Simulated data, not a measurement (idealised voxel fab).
The process module that follows is named voxel transistor to metal.
The cross-section on display is named cut; it measures 215 nm wide, and its cells are 5 nm squares.
Cross-sections here: square-cell grids, written as top-down lists of bands, a band being one or more rows of cells.
Top, bottom (nm), then materials left to right with widths (nm); lone material tagged "all across" fills the whole band edge to edge; "empty" = empty space.
Measure heights from 0. That's the level where, below it, the as-received wafer is all one material. The lowest band is bottomless and extends downward; write it as in "z 0 and below".
When a width is written as two numbers, as in "30 to 40", the first number is the width in the top row of cells of the band and the second is the width in its bottom row, and the width changes by the same amount from each row to the next.
Given "remained the same" for a step, no cell of the cross-section differs between before and after that step.
The entry titled "Closed empty spaces" provides the empty spaces that have no open way to the top, restricted to those of 8 cells or more. Each is presented as width x height at distance, the distance being measured from the left edge, with all three in nm.
Post-settings text on a step line: simulator's own remark regarding the step.
"overlay nm" on a masked step: distance the mask lay right of its planned place, negative for left.

-- Intended process steps
step 1: RECEIVE, material Si
step 2: OXIDIZE, depth nm 5
step 3: CONFORMAL_DEP, material SiN, thk nm 10
step 4: DIRECTIONAL_DEP, material aC, thk nm 10
step 5: PATTERN, tone cover, mask id ACTIVE, material resist, width nm 120, thk nm 25, overlay nm 0
step 6: DIRECTIONAL_ETCH, etch materials aC, depth nm 10
step 7: STRIP, etch materials resist
step 8: DIRECTIONAL_ETCH, etch materials SiN, depth nm 10
step 9: DIRECTIONAL_ETCH, etch materials SiO2, depth nm 5
step 10: DIRECTIONAL_ETCH, etch materials Si, depth nm 25
step 11: STRIP, etch materials aC
step 12: FILL_DEP, material SiO2, thk nm 15
step 13: CMP, height nm 10
step 14: SELECTIVE_ETCH, etch materials SiO2, depth nm 5
step 15: STRIP, etch materials SiN
step 16: SELECTIVE_ETCH, etch materials SiO2, depth nm 5
step 17: OXIDIZE, depth nm 5
step 18: DIRECTIONAL_DEP, material polySi, thk nm 20
step 19: DIRECTIONAL_DEP, material SiCN, thk nm 10
step 20: MASKED_ETCH, tone cover, mask id GATE, width nm 30, etch materials SiCN, depth nm 20, overlay nm 0
step 21: MASKED_ETCH, tone cover, mask id GATE, width nm 30, etch materials polySi, depth nm 30, overlay nm 0
step 22: CONFORMAL_DEP, material SiO2, thk nm 5
step 23: DIRECTIONAL_ETCH, etch materials SiO2, depth nm 5
step 24: CONFORMAL_DEP, material SiN, thk nm 5
step 25: DIRECTIONAL_ETCH, etch materials SiN, depth nm 5
step 26: DIRECTIONAL_ETCH, etch materials SiO2, depth nm 5
step 27: EPI, material pSi, thk nm 5
step 28: FILL_DEP, material SiO2, thk nm 10
step 29: CMP, height nm 15
step 30: STRIP, etch materials polySi
step 31: SELECTIVE_ETCH, etch materials SiO2, depth nm 5
step 32: CONFORMAL_DEP, material HfO2, thk nm 5
step 33: CONFORMAL_DEP, material TiN, thk nm 5
step 34: FILL_DEP, material W, thk nm 10
step 35: CMP, height nm 10
step 36: DIRECTIONAL_DEP, material SiO2, thk nm 15
step 37: MASKED_ETCH, tone open, mask id CONTACT, width nm 20, pitch nm 90, etch materials SiO2, depth nm 30, overlay nm 0
step 38: CONFORMAL_DEP, material TiN, thk nm 5
step 39: FILL_DEP, material W, thk nm 10
step 40: CMP, height nm 25
step 41: CONFORMAL_DEP, material SiN, thk nm 5
step 42: DIRECTIONAL_DEP, material SiO2, thk nm 20
step 43: MASKED_ETCH, tone open, mask id METAL_1, width nm 20, pitch nm 90, etch materials SiO2, depth nm 20, overlay nm 0
step 44: MASKED_ETCH, tone open, mask id METAL_1, width nm 20, pitch nm 90, etch materials SiN, depth nm 5, overlay nm 0
step 45: CONFORMAL_DEP, material TiN, thk nm 5
step 46: FILL_DEP, material Ru, thk nm 5
step 47: CMP, height nm 50
step 48: CONFORMAL_DEP, material SiCN, thk nm 5

-- Of two wafers, the first: run according to plan

-- Cross-section of the wafer upon arrival, representing the state reached after step 1
> z 0 and below: Si all across
> Closed empty spaces: none

-- after step 2
> z 0 to -5: SiO2 all across
> Below -5 it's all the same as before, nothing changed down there.

-- after step 3
> z 10 to 0: SiN all across
> Below 0 it's all the same as before, nothing changed down there.

-- after step 4
> z 20 to 10: aC all across
> Below 10 it's all the same as before, nothing changed down there.

-- after step 5
> z 45 to 20: empty=45  resist=120  empty=50
> Below 20 it's all the same as before, nothing changed down there.

-- after step 6
> z 35 to 20: empty=45  resist=120  empty=50
> z 20 to 10: empty=45  aC=120  empty=50
> Below 10 it's all the same as before, nothing changed down there.

-- after step 7
> z 20 to 10: empty=45  aC=120  empty=50
> Below 10 it's all the same as before, nothing changed down there.

-- after step 8
> z 20 to 10: empty=45  aC=120  empty=50
> z 10 to 0: empty=45  SiN=120  empty=50
> Below 0 it's all the same as before, nothing changed down there.

-- after step 9
> z 20 to 10: empty=45  aC=120  empty=50
> z 10 to 0: empty=45  SiN=120  empty=50
> z 0 to -5: empty=45  SiO2=120  empty=50
> Below -5 it's all the same as before, nothing changed down there.

-- after step 10
> z 20 to 10: empty=45  aC=120  empty=50
> z 10 to 0: empty=45  SiN=120  empty=50
> z 0 to -5: empty=45  SiO2=120  empty=50
> z -5 to -30: empty=45  Si=120  empty=50
> Below -30 it's all the same as before, nothing changed down there.

-- after step 11
> z 10 to 0: empty=45  SiN=120  empty=50
> Below 0 it's all the same as before, nothing changed down there.

-- after step 12
> z 25 to 10: SiO2 all across
> z 10 to 0: SiO2=45  SiN=120  SiO2=50
> z 0 to -5: SiO2 all across
> z -5 to -30: SiO2=45  Si=120  SiO2=50
> Below -30 it's all the same as before, nothing changed down there.

-- after step 13
> z 10 to 0: SiO2=45  SiN=120  SiO2=50
> Below 0 it's all the same as before, nothing changed down there.

-- after step 14
> z 10 to 5: empty=45  SiN=120  empty=50
> Below 5 it's all the same as before, nothing changed down there.

-- after step 15
> z 5 to 0: SiO2=45  empty=120  SiO2=50
> Below 0 it's all the same as before, nothing changed down there.

-- after step 16
> z 0 to -5: SiO2=40  empty=130  SiO2=45
> Below -5 it's all the same as before, nothing changed down there.

-- after step 17
> z 0 to -5: SiO2=40  empty=130  SiO2=45
> z -5 to -10: SiO2 all across
> Below -10 it's all the same as before, nothing changed down there.

-- after step 18
> z 20 to 15: polySi=40  empty=130  polySi=45
> z 15 to 0: polySi all across
> z 0 to -5: SiO2=40  polySi=130  SiO2=45
> Below -5 it's all the same as before, nothing changed down there.

-- after step 19
> z 30 to 25: SiCN=40  empty=130  SiCN=45
> z 25 to 20: SiCN all across
> z 20 to 15: polySi=40  SiCN=130  polySi=45
> Below 15 it's all the same as before, nothing changed down there.

-- after step 20
> z 25 to 20: empty=90  SiCN=30  empty=95
> z 20 to 15: polySi=40  empty=50  SiCN=30  empty=50  polySi=45
> Below 15 it's all the same as before, nothing changed down there.

-- after step 21
> z 25 to 15: empty=90  SiCN=30  empty=95
> z 15 to 0: empty=90  polySi=30  empty=95
> z 0 to -5: SiO2=40  empty=50  polySi=30  empty=50  SiO2=45
> Below -5 it's all the same as before, nothing changed down there.

-- after step 22
> z 30 to 25: empty=85  SiO2=40  empty=90
> z 25 to 15: empty=85  SiO2=5  SiCN=30  SiO2=5  empty=90
> z 15 to 5: empty=85  SiO2=5  polySi=30  SiO2=5  empty=90
> z 5 to 0: SiO2=45  empty=40  SiO2=5  polySi=30  SiO2=5  empty=40  SiO2=50
> z 0 to -5: SiO2=90  polySi=30  SiO2=95
> Below -5 it's all the same as before, nothing changed down there.

-- after step 23
> z 25 to 15: empty=85  SiO2=5  SiCN=30  SiO2=5  empty=90
> z 15 to 0: empty=85  SiO2=5  polySi=30  SiO2=5  empty=90
> z 0 to -5: SiO2=45  empty=40  SiO2=5  polySi=30  SiO2=5  empty=40  SiO2=50
> Below -5 it's all the same as before, nothing changed down there.

-- after step 24
> z 30 to 25: empty=80  SiN=50  empty=85
> z 25 to 15: empty=80  SiN=5  SiO2=5  SiCN=30  SiO2=5  SiN=5  empty=85
> z 15 to 5: empty=80  SiN=5  SiO2=5  polySi=30  SiO2=5  SiN=5  empty=85
> z 5 to 0: SiN=50  empty=30  SiN=5  SiO2=5  polySi=30  SiO2=5  SiN=5  empty=30  SiN=55
> z 0 to -5: SiO2=45  SiN=40  SiO2=5  polySi=30  SiO2=5  SiN=40  SiO2=50
> Below -5 it's all the same as before, nothing changed down there.

-- after step 25
> z 25 to 15: empty=80  SiN=5  SiO2=5  SiCN=30  SiO2=5  SiN=5  empty=85
> z 15 to 0: empty=80  SiN=5  SiO2=5  polySi=30  SiO2=5  SiN=5  empty=85
> z 0 to -5: SiO2=45  SiN=5  empty=30  SiN=5  SiO2=5  polySi=30  SiO2=5  SiN=5  empty=30  SiN=5  SiO2=50
> Below -5 it's all the same as before, nothing changed down there.

-- after step 26
> z 25 to 20: empty=80  SiN=5  empty=5  SiCN=30  empty=5  SiN=5  empty=85
> z 20 to 15: empty=80  SiN=5  SiO2=5  SiCN=30  SiO2=5  SiN=5  empty=85
> z 15 to 0: empty=80  SiN=5  SiO2=5  polySi=30  SiO2=5  SiN=5  empty=85
> z 0 to -5: empty=45  SiN=5  empty=30  SiN=5  SiO2=5  polySi=30  SiO2=5  SiN=5  empty=30  SiN=5  empty=50
> z -5 to -10: SiO2=50  empty=30  SiO2=50  empty=30  SiO2=55
> Below -10 it's all the same as before, nothing changed down there.

-- after step 27
> z 25 to 20: empty=80  SiN=5  empty=5  SiCN=30  empty=5  SiN=5  empty=85
> z 20 to 15: empty=80  SiN=5  SiO2=5  SiCN=30  SiO2=5  SiN=5  empty=85
> z 15 to 0: empty=80  SiN=5  SiO2=5  polySi=30  SiO2=5  SiN=5  empty=85
> z 0 to -5: empty=45  SiN=5  empty=30  SiN=5  SiO2=5  polySi=30  SiO2=5  SiN=5  empty=30  SiN=5  empty=50
> z -5 to -10: SiO2=50  pSi=30  SiO2=50  pSi=30  SiO2=55
> Below -10 it's all the same as before, nothing changed down there.

-- after step 28
> z 35 to 25: SiO2 all across
> z 25 to 15: SiO2=80  SiN=5  SiO2=5  SiCN=30  SiO2=5  SiN=5  SiO2=85
> z 15 to 0: SiO2=80  SiN=5  SiO2=5  polySi=30  SiO2=5  SiN=5  SiO2=85
> z 0 to -5: SiO2=45  SiN=5  SiO2=30  SiN=5  SiO2=5  polySi=30  SiO2=5  SiN=5  SiO2=30  SiN=5  SiO2=50
> Below -5 it's all the same as before, nothing changed down there.

-- after step 29
> z 15 to 0: SiO2=80  SiN=5  SiO2=5  polySi=30  SiO2=5  SiN=5  SiO2=85
> Below 0 it's all the same as before, nothing changed down there.

-- after step 30
> z 15 to 0: SiO2=80  SiN=5  SiO2=5  empty=30  SiO2=5  SiN=5  SiO2=85
> z 0 to -5: SiO2=45  SiN=5  SiO2=30  SiN=5  SiO2=5  empty=30  SiO2=5  SiN=5  SiO2=30  SiN=5  SiO2=50
> Below -5 it's all the same as before, nothing changed down there.

-- after step 31
> z 15 to 10: empty=80  SiN=5  empty=40  SiN=5  empty=85
> z 10 to 0: SiO2=80  SiN=5  empty=40  SiN=5  SiO2=85
> z 0 to -5: SiO2=45  SiN=5  SiO2=30  SiN=5  empty=40  SiN=5  SiO2=30  SiN=5  SiO2=50
> z -5 to -10: SiO2=50  pSi=30  SiO2=5  empty=40  SiO2=5  pSi=30  SiO2=55
> Below -10 it's all the same as before, nothing changed down there.

-- after step 32
> z 20 to 15: empty=75  HfO2=15  empty=30  HfO2=15  empty=80
> z 15 to 10: HfO2=80  SiN=5  HfO2=5  empty=30  HfO2=5  SiN=5  HfO2=85
> z 10 to 0: SiO2=80  SiN=5  HfO2=5  empty=30  HfO2=5  SiN=5  SiO2=85
> z 0 to -5: SiO2=45  SiN=5  SiO2=30  SiN=5  HfO2=5  empty=30  HfO2=5  SiN=5  SiO2=30  SiN=5  SiO2=50
> z -5 to -10: SiO2=50  pSi=30  SiO2=5  HfO2=40  SiO2=5  pSi=30  SiO2=55
> Below -10 it's all the same as before, nothing changed down there.

-- after step 33
> z 25 to 20: empty=70  TiN=25  empty=20  TiN=25  empty=75
> z 20 to 15: TiN=75  HfO2=15  TiN=5  empty=20  TiN=5  HfO2=15  TiN=80
> z 15 to 10: HfO2=80  SiN=5  HfO2=5  TiN=5  empty=20  TiN=5  HfO2=5  SiN=5  HfO2=85
> z 10 to 0: SiO2=80  SiN=5  HfO2=5  TiN=5  empty=20  TiN=5  HfO2=5  SiN=5  SiO2=85
> z 0 to -5: SiO2=45  SiN=5  SiO2=30  SiN=5  HfO2=5  TiN=30  HfO2=5  SiN=5  SiO2=30  SiN=5  SiO2=50
> Below -5 it's all the same as before, nothing changed down there.

-- after step 34
> z 35 to 25: W all across
> z 25 to 20: W=70  TiN=25  W=20  TiN=25  W=75
> z 20 to 15: TiN=75  HfO2=15  TiN=5  W=20  TiN=5  HfO2=15  TiN=80
> z 15 to 10: HfO2=80  SiN=5  HfO2=5  TiN=5  W=20  TiN=5  HfO2=5  SiN=5  HfO2=85
> z 10 to 0: SiO2=80  SiN=5  HfO2=5  TiN=5  W=20  TiN=5  HfO2=5  SiN=5  SiO2=85
> Below 0 it's all the same as before, nothing changed down there.

-- after step 35
> z 10 to 0: SiO2=80  SiN=5  HfO2=5  TiN=5  W=20  TiN=5  HfO2=5  SiN=5  SiO2=85
> Below 0 it's all the same as before, nothing changed down there.

-- after step 36
> z 25 to 10: SiO2 all across
> Below 10 it's all the same as before, nothing changed down there.

-- after step 37
> z 25 to 10: SiO2=50  empty=20  SiO2=70  empty=20  SiO2=55
> z 10 to 0: SiO2=50  empty=20  SiO2=10  SiN=5  HfO2=5  TiN=5  W=20  TiN=5  HfO2=5  SiN=5  SiO2=10  empty=20  SiO2=55
> z 0 to -5: SiO2=45  SiN=5  empty=20  SiO2=10  SiN=5  HfO2=5  TiN=30  HfO2=5  SiN=5  SiO2=10  empty=20  SiN=5  SiO2=50
> Below -5 it's all the same as before, nothing changed down there.

-- after step 38
> z 30 to 25: TiN=55  empty=10  TiN=80  empty=10  TiN=60
> z 25 to 10: SiO2=50  TiN=5  empty=10  TiN=5  SiO2=70  TiN=5  empty=10  TiN=5  SiO2=55
> z 10 to 0: SiO2=50  TiN=5  empty=10  TiN=5  SiO2=10  SiN=5  HfO2=5  TiN=5  W=20  TiN=5  HfO2=5  SiN=5  SiO2=10  TiN=5  empty=10  TiN=5  SiO2=55
> z 0 to -5: SiO2=45  SiN=5  TiN=20  SiO2=10  SiN=5  HfO2=5  TiN=30  HfO2=5  SiN=5  SiO2=10  TiN=20  SiN=5  SiO2=50
> Below -5 it's all the same as before, nothing changed down there.

-- after step 39
> z 40 to 30: W all across
> z 30 to 25: TiN=55  W=10  TiN=80  W=10  TiN=60
> z 25 to 10: SiO2=50  TiN=5  W=10  TiN=5  SiO2=70  TiN=5  W=10  TiN=5  SiO2=55
> z 10 to 0: SiO2=50  TiN=5  W=10  TiN=5  SiO2=10  SiN=5  HfO2=5  TiN=5  W=20  TiN=5  HfO2=5  SiN=5  SiO2=10  TiN=5  W=10  TiN=5  SiO2=55
> Below 0 it's all the same as before, nothing changed down there.

-- after step 40
> z 25 to 10: SiO2=50  TiN=5  W=10  TiN=5  SiO2=70  TiN=5  W=10  TiN=5  SiO2=55
> Below 10 it's all the same as before, nothing changed down there.

-- after step 41
> z 30 to 25: SiN all across
> Below 25 it's all the same as before, nothing changed down there.

-- after step 42
> z 50 to 30: SiO2 all across
> Below 30 it's all the same as before, nothing changed down there.

-- after step 43
> z 50 to 30: SiO2=50  empty=20  SiO2=70  empty=20  SiO2=55
> Below 30 it's all the same as before, nothing changed down there.

-- after step 44
> z 50 to 30: SiO2=50  empty=20  SiO2=70  empty=20  SiO2=55
> z 30 to 25: SiN=50  empty=20  SiN=70  empty=20  SiN=55
> Below 25 it's all the same as before, nothing changed down there.

-- after step 45
> z 55 to 50: TiN=55  empty=10  TiN=80  empty=10  TiN=60
> z 50 to 30: SiO2=50  TiN=5  empty=10  TiN=5  SiO2=70  TiN=5  empty=10  TiN=5  SiO2=55
> z 30 to 25: SiN=50  TiN=20  SiN=70  TiN=20  SiN=55
> Below 25 it's all the same as before, nothing changed down there.

-- after step 46
> z 60 to 55: Ru all across
> z 55 to 50: TiN=55  Ru=10  TiN=80  Ru=10  TiN=60
> z 50 to 30: SiO2=50  TiN=5  Ru=10  TiN=5  SiO2=70  TiN=5  Ru=10  TiN=5  SiO2=55
> Below 30 it's all the same as before, nothing changed down there.

-- after step 47
> z 50 to 30: SiO2=50  TiN=5  Ru=10  TiN=5  SiO2=70  TiN=5  Ru=10  TiN=5  SiO2=55
> Below 30 it's all the same as before, nothing changed down there.

-- after step 48
> z 55 to 50: SiCN all across
> Below 50 it's all the same as before, nothing changed down there.

-- Wafer two. Same start, same plan, one slip in execution. Same as wafer one through step 13, inclusive

-- The second wafer cut through, at the time step 14 was supposed to be finished
> z 10 to 0: SiO2=45  empty=120  SiO2=50
> Below 0 it's all the same as before, nothing changed down there.

-- The second wafer cut through, at the time step 15 was supposed to be finished
> z 5 to -5: SiO2=40  empty=130  SiO2=45
> Below -5 it's all the same as before, nothing changed down there.

-- The second wafer cut through, at the time step 16 was supposed to be finished
> z 0 to -5: SiO2=35  empty=140  SiO2=40
> z -5 to -10: SiO2=35  empty=10  Si=120  empty=10  SiO2=40
> Below -10 it's all the same as before, nothing changed down there.

-- The second wafer cut through, at the time step 17 was supposed to be finished
> z 0 to -5: SiO2=35  empty=140  SiO2=40
> z -5 to -10: SiO2=35  empty=10  SiO2=120  empty=10  SiO2=40
> z -10 to -15: SiO2=50  Si=110  SiO2=55
> Below -15 it's all the same as before, nothing changed down there.

-- The second wafer cut through, at the time step 18 was supposed to be finished
> z 20 to 15: polySi=35  empty=140  polySi=40
> z 15 to 10: polySi=35  empty=10  polySi=120  empty=10  polySi=40
> z 10 to 0: polySi all across
> z 0 to -5: SiO2=35  polySi=140  SiO2=40
> z -5 to -10: SiO2=35  polySi=10  SiO2=120  polySi=10  SiO2=40
> Below -10 it's all the same as before, nothing changed down there.

-- The second wafer cut through, at the time step 19 was supposed to be finished
> z 30 to 25: SiCN=35  empty=140  SiCN=40
> z 25 to 20: SiCN=35  empty=10  SiCN=120  empty=10  SiCN=40
> z 20 to 15: polySi=35  SiCN=140  polySi=40
> z 15 to 10: polySi=35  SiCN=10  polySi=120  SiCN=10  polySi=40
> Below 10 it's all the same as before, nothing changed down there.

-- The second wafer cut through, at the time step 20 was supposed to be finished
> z 25 to 20: empty=90  SiCN=30  empty=95
> z 20 to 15: polySi=35  empty=55  SiCN=30  empty=55  polySi=40
> z 15 to 10: polySi=35  empty=10  polySi=120  empty=10  polySi=40
> Below 10 it's all the same as before, nothing changed down there.

-- The second wafer cut through, at the time step 21 was supposed to be finished
> z 25 to 15: empty=90  SiCN=30  empty=95
> z 15 to 0: empty=90  polySi=30  empty=95
> z 0 to -5: SiO2=35  empty=55  polySi=30  empty=55  SiO2=40
> z -5 to -10: SiO2=35  empty=10  SiO2=120  empty=10  SiO2=40
> Below -10 it's all the same as before, nothing changed down there.

-- The second wafer cut through, at the time step 22 was supposed to be finished
> z 30 to 25: empty=85  SiO2=40  empty=90
> z 25 to 15: empty=85  SiO2=5  SiCN=30  SiO2=5  empty=90
> z 15 to 5: empty=85  SiO2=5  polySi=30  SiO2=5  empty=90
> z 5 to 0: SiO2=40  empty=45  SiO2=5  polySi=30  SiO2=5  empty=45  SiO2=45
> z 0 to -5: SiO2=90  polySi=30  SiO2=95
> z -5 to -10: SiO2 all across
> Below -10 it's all the same as before, nothing changed down there.

-- The second wafer cut through, at the time step 23 was supposed to be finished
> z 25 to 15: empty=85  SiO2=5  SiCN=30  SiO2=5  empty=90
> z 15 to 0: empty=85  SiO2=5  polySi=30  SiO2=5  empty=90
> z 0 to -5: SiO2=40  empty=45  SiO2=5  polySi=30  SiO2=5  empty=45  SiO2=45
> Below -5 it's all the same as before, nothing changed down there.

-- The second wafer cut through, at the time step 24 was supposed to be finished
> z 30 to 25: empty=80  SiN=50  empty=85
> z 25 to 15: empty=80  SiN=5  SiO2=5  SiCN=30  SiO2=5  SiN=5  empty=85
> z 15 to 5: empty=80  SiN=5  SiO2=5  polySi=30  SiO2=5  SiN=5  empty=85
> z 5 to 0: SiN=45  empty=35  SiN=5  SiO2=5  polySi=30  SiO2=5  SiN=5  empty=35  SiN=50
> z 0 to -5: SiO2=40  SiN=45  SiO2=5  polySi=30  SiO2=5  SiN=45  SiO2=45
> Below -5 it's all the same as before, nothing changed down there.

-- The second wafer cut through, at the time step 25 was supposed to be finished
> z 25 to 15: empty=80  SiN=5  SiO2=5  SiCN=30  SiO2=5  SiN=5  empty=85
> z 15 to 0: empty=80  SiN=5  SiO2=5  polySi=30  SiO2=5  SiN=5  empty=85
> z 0 to -5: SiO2=40  SiN=5  empty=35  SiN=5  SiO2=5  polySi=30  SiO2=5  SiN=5  empty=35  SiN=5  SiO2=45
> Below -5 it's all the same as before, nothing changed down there.

-- The second wafer cut through, at the time step 26 was supposed to be finished
> z 25 to 20: empty=80  SiN=5  empty=5  SiCN=30  empty=5  SiN=5  empty=85
> z 20 to 15: empty=80  SiN=5  SiO2=5  SiCN=30  SiO2=5  SiN=5  empty=85
> z 15 to 0: empty=80  SiN=5  SiO2=5  polySi=30  SiO2=5  SiN=5  empty=85
> z 0 to -5: empty=40  SiN=5  empty=35  SiN=5  SiO2=5  polySi=30  SiO2=5  SiN=5  empty=35  SiN=5  empty=45
> z -5 to -10: SiO2=45  empty=35  SiO2=50  empty=35  SiO2=50
> Below -10 it's all the same as before, nothing changed down there.

-- The second wafer cut through, at the time step 27 was supposed to be finished
> z 25 to 20: empty=80  SiN=5  empty=5  SiCN=30  empty=5  SiN=5  empty=85
> z 20 to 15: empty=80  SiN=5  SiO2=5  SiCN=30  SiO2=5  SiN=5  empty=85
> z 15 to 0: empty=80  SiN=5  SiO2=5  polySi=30  SiO2=5  SiN=5  empty=85
> z 0 to -5: empty=40  SiN=5  empty=35  SiN=5  SiO2=5  polySi=30  SiO2=5  SiN=5  empty=35  SiN=5  empty=45
> z -5 to -10: SiO2=45  pSi=35  SiO2=50  pSi=35  SiO2=50
> Below -10 it's all the same as before, nothing changed down there.

-- The second wafer cut through, at the time step 28 was supposed to be finished
> z 35 to 25: SiO2 all across
> z 25 to 15: SiO2=80  SiN=5  SiO2=5  SiCN=30  SiO2=5  SiN=5  SiO2=85
> z 15 to 0: SiO2=80  SiN=5  SiO2=5  polySi=30  SiO2=5  SiN=5  SiO2=85
> z 0 to -5: SiO2=40  SiN=5  SiO2=35  SiN=5  SiO2=5  polySi=30  SiO2=5  SiN=5  SiO2=35  SiN=5  SiO2=45
> Below -5 it's all the same as before, nothing changed down there.

-- The second wafer cut through, at the time step 29 was supposed to be finished
> z 15 to 0: SiO2=80  SiN=5  SiO2=5  polySi=30  SiO2=5  SiN=5  SiO2=85
> Below 0 it's all the same as before, nothing changed down there.

-- The second wafer cut through, at the time step 30 was supposed to be finished
> z 15 to 0: SiO2=80  SiN=5  SiO2=5  empty=30  SiO2=5  SiN=5  SiO2=85
> z 0 to -5: SiO2=40  SiN=5  SiO2=35  SiN=5  SiO2=5  empty=30  SiO2=5  SiN=5  SiO2=35  SiN=5  SiO2=45
> Below -5 it's all the same as before, nothing changed down there.

-- The second wafer cut through, at the time step 31 was supposed to be finished
> z 15 to 10: empty=80  SiN=5  empty=40  SiN=5  empty=85
> z 10 to 0: SiO2=80  SiN=5  empty=40  SiN=5  SiO2=85
> z 0 to -5: SiO2=40  SiN=5  SiO2=35  SiN=5  empty=40  SiN=5  SiO2=35  SiN=5  SiO2=45
> z -5 to -10: SiO2=45  pSi=35  SiO2=5  empty=40  SiO2=5  pSi=35  SiO2=50
> Below -10 it's all the same as before, nothing changed down there.

-- The second wafer cut through, at the time step 32 was supposed to be finished
> z 20 to 15: empty=75  HfO2=15  empty=30  HfO2=15  empty=80
> z 15 to 10: HfO2=80  SiN=5  HfO2=5  empty=30  HfO2=5  SiN=5  HfO2=85
> z 10 to 0: SiO2=80  SiN=5  HfO2=5  empty=30  HfO2=5  SiN=5  SiO2=85
> z 0 to -5: SiO2=40  SiN=5  SiO2=35  SiN=5  HfO2=5  empty=30  HfO2=5  SiN=5  SiO2=35  SiN=5  SiO2=45
> z -5 to -10: SiO2=45  pSi=35  SiO2=5  HfO2=40  SiO2=5  pSi=35  SiO2=50
> Below -10 it's all the same as before, nothing changed down there.

-- The second wafer cut through, at the time step 33 was supposed to be finished
> z 25 to 20: empty=70  TiN=25  empty=20  TiN=25  empty=75
> z 20 to 15: TiN=75  HfO2=15  TiN=5  empty=20  TiN=5  HfO2=15  TiN=80
> z 15 to 10: HfO2=80  SiN=5  HfO2=5  TiN=5  empty=20  TiN=5  HfO2=5  SiN=5  HfO2=85
> z 10 to 0: SiO2=80  SiN=5  HfO2=5  TiN=5  empty=20  TiN=5  HfO2=5  SiN=5  SiO2=85
> z 0 to -5: SiO2=40  SiN=5  SiO2=35  SiN=5  HfO2=5  TiN=30  HfO2=5  SiN=5  SiO2=35  SiN=5  SiO2=45
> Below -5 it's all the same as before, nothing changed down there.

-- The second wafer cut through, at the time step 34 was supposed to be finished
> z 35 to 25: W all across
> z 25 to 20: W=70  TiN=25  W=20  TiN=25  W=75
> z 20 to 15: TiN=75  HfO2=15  TiN=5  W=20  TiN=5  HfO2=15  TiN=80
> z 15 to 10: HfO2=80  SiN=5  HfO2=5  TiN=5  W=20  TiN=5  HfO2=5  SiN=5  HfO2=85
> z 10 to 0: SiO2=80  SiN=5  HfO2=5  TiN=5  W=20  TiN=5  HfO2=5  SiN=5  SiO2=85
> Below 0 it's all the same as before, nothing changed down there.

-- The second wafer cut through, at the time step 35 was supposed to be finished
> z 10 to 0: SiO2=80  SiN=5  HfO2=5  TiN=5  W=20  TiN=5  HfO2=5  SiN=5  SiO2=85
> Below 0 it's all the same as before, nothing changed down there.

-- The second wafer cut through, at the time step 36 was supposed to be finished
> z 25 to 10: SiO2 all across
> Below 10 it's all the same as before, nothing changed down there.

-- The second wafer cut through, at the time step 37 was supposed to be finished
> z 25 to 10: SiO2=50  empty=20  SiO2=70  empty=20  SiO2=55
> z 10 to 0: SiO2=50  empty=20  SiO2=10  SiN=5  HfO2=5  TiN=5  W=20  TiN=5  HfO2=5  SiN=5  SiO2=10  empty=20  SiO2=55
> z 0 to -5: SiO2=40  SiN=5  SiO2=5  empty=20  SiO2=10  SiN=5  HfO2=5  TiN=30  HfO2=5  SiN=5  SiO2=10  empty=20  SiO2=5  SiN=5  SiO2=45
> Below -5 it's all the same as before, nothing changed down there.

-- The second wafer cut through, at the time step 38 was supposed to be finished
> z 30 to 25: TiN=55  empty=10  TiN=80  empty=10  TiN=60
> z 25 to 10: SiO2=50  TiN=5  empty=10  TiN=5  SiO2=70  TiN=5  empty=10  TiN=5  SiO2=55
> z 10 to 0: SiO2=50  TiN=5  empty=10  TiN=5  SiO2=10  SiN=5  HfO2=5  TiN=5  W=20  TiN=5  HfO2=5  SiN=5  SiO2=10  TiN=5  empty=10  TiN=5  SiO2=55
> z 0 to -5: SiO2=40  SiN=5  SiO2=5  TiN=20  SiO2=10  SiN=5  HfO2=5  TiN=30  HfO2=5  SiN=5  SiO2=10  TiN=20  SiO2=5  SiN=5  SiO2=45
> Below -5 it's all the same as before, nothing changed down there.

-- The second wafer cut through, at the time step 39 was supposed to be finished
> z 40 to 30: W all across
> z 30 to 25: TiN=55  W=10  TiN=80  W=10  TiN=60
> z 25 to 10: SiO2=50  TiN=5  W=10  TiN=5  SiO2=70  TiN=5  W=10  TiN=5  SiO2=55
> z 10 to 0: SiO2=50  TiN=5  W=10  TiN=5  SiO2=10  SiN=5  HfO2=5  TiN=5  W=20  TiN=5  HfO2=5  SiN=5  SiO2=10  TiN=5  W=10  TiN=5  SiO2=55
> Below 0 it's all the same as before, nothing changed down there.

-- The second wafer cut through, at the time step 40 was supposed to be finished
> z 25 to 10: SiO2=50  TiN=5  W=10  TiN=5  SiO2=70  TiN=5  W=10  TiN=5  SiO2=55
> Below 10 it's all the same as before, nothing changed down there.

-- The second wafer cut through, at the time step 41 was supposed to be finished
> z 30 to 25: SiN all across
> Below 25 it's all the same as before, nothing changed down there.

-- The second wafer cut through, at the time step 42 was supposed to be finished
> z 50 to 30: SiO2 all across
> Below 30 it's all the same as before, nothing changed down there.

-- The second wafer cut through, at the time step 43 was supposed to be finished
> z 50 to 30: SiO2=50  empty=20  SiO2=70  empty=20  SiO2=55
> Below 30 it's all the same as before, nothing changed down there.

-- The second wafer cut through, at the time step 44 was supposed to be finished
> z 50 to 30: SiO2=50  empty=20  SiO2=70  empty=20  SiO2=55
> z 30 to 25: SiN=50  empty=20  SiN=70  empty=20  SiN=55
> Below 25 it's all the same as before, nothing changed down there.

-- The second wafer cut through, at the time step 45 was supposed to be finished
> z 55 to 50: TiN=55  empty=10  TiN=80  empty=10  TiN=60
> z 50 to 30: SiO2=50  TiN=5  empty=10  TiN=5  SiO2=70  TiN=5  empty=10  TiN=5  SiO2=55
> z 30 to 25: SiN=50  TiN=20  SiN=70  TiN=20  SiN=55
> Below 25 it's all the same as before, nothing changed down there.

-- The second wafer cut through, at the time step 46 was supposed to be finished
> z 60 to 55: Ru all across
> z 55 to 50: TiN=55  Ru=10  TiN=80  Ru=10  TiN=60
> z 50 to 30: SiO2=50  TiN=5  Ru=10  TiN=5  SiO2=70  TiN=5  Ru=10  TiN=5  SiO2=55
> Below 30 it's all the same as before, nothing changed down there.

-- The second wafer cut through, at the time step 47 was supposed to be finished
> z 50 to 30: SiO2=50  TiN=5  Ru=10  TiN=5  SiO2=70  TiN=5  Ru=10  TiN=5  SiO2=55
> Below 30 it's all the same as before, nothing changed down there.

-- The second wafer cut through, at the time step 48 was supposed to be finished
> z 55 to 50: SiCN all across
> Below 50 it's all the same as before, nothing changed down there.
Short version of what went wrong: order of steps 14 and 15 inverted relative to the plan
Count the cells at the end and the second wafer has more or fewer of some materials than the first: -2 Si; +2 pSi
